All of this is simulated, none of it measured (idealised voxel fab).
Presented below is a process module, voxel released beams.
cross-section cut | 300 nm wide | cells 5 nm
We lay out every cross-section as a grid of square cells and spell it out in bands from the top down, where one band means one or more rows of cells. The entry gives the band's vertical extent as a top height and a bottom height in nm, then its horizontal make-up as materials from left to right, each with a width in nm. "blank" stands for empty space; a single material marked "throughout" fills the band edge to edge. Convention: height 0 is the level below which the wafer, as received, is all one material. The lowest band does not terminate at the bottom but continues downward, represented as "0 nm and below". Width spec "30->40" -> top row of cells at first value, bottom row at second value, equal per-row change in between. Given "nothing was modified" for a step, no cell of the cross-section differs between before and after that step. "Listed closed voids" contains a list of empty spaces, each no smaller than 8 cells and without an open way to the top, written in the form width x height at distance with the distance from the left edge and all three in nm. Where a step's line continues beyond its settings, the continuation is a remark by the simulator itself on that step. If you see "overlay nm" on a step's line and that step has a mask, it's telling you how far right of where it was planned the mask ended up; a negative number means it went left instead.
-- The planned process steps are enumerated hereunder
1,RECEIVE, material Si
2,CONFORMAL_DEP, material SiN, thk nm 10
3,DIRECTIONAL_DEP, material SiO2, thk nm 20
4,MASKED_ETCH, tone open, mask id ANCHOR, width nm 40, etch materials SiO2, depth nm 20, overlay nm 0
5,CONFORMAL_DEP, material W, thk nm 15
6,DIRECTIONAL_DEP, material aC, thk nm 15
7,PATTERN, tone cover, mask id BEAM, material resist, width nm 100, thk nm 30, overlay nm 0
8,DIRECTIONAL_ETCH, etch materials aC, depth nm 15
9,STRIP, etch materials resist
10,DIRECTIONAL_ETCH, etch materials W, depth nm 15
11,STRIP, etch materials aC
12,STRIP, etch materials SiO2
-- This is the cross-section of the wafer as we received it, i.e. after step 1
	0 nm and below | Si throughout
	Listed closed voids: none
-- The plan above was carried out on the starting structure above with one mistake, and this cross-section shows the wafer at the end of the module
	45 nm to 30 nm | blank 95 nm, W 60 nm, blank 145 nm
	30 nm to 25 nm | blank 85 nm, W 15 nm, SiO2 40 nm, W 15 nm, blank 145 nm
	25 nm to 10 nm | blank 85 nm, W 15 nm, SiO2 40 nm, W 55 nm, blank 105 nm
	10 nm to 0 nm | SiN throughout
	0 nm and below | Si throughout
	Listed closed voids: none
It is concluded that the wafer was processed incorrectly with respect to the plan, in that step 4 was not run as planned; what actually ran was MASKED_ETCH, tone cover, mask id ANCHOR, width nm 40, etch materials SiO2, depth nm 20, overlay nm 0
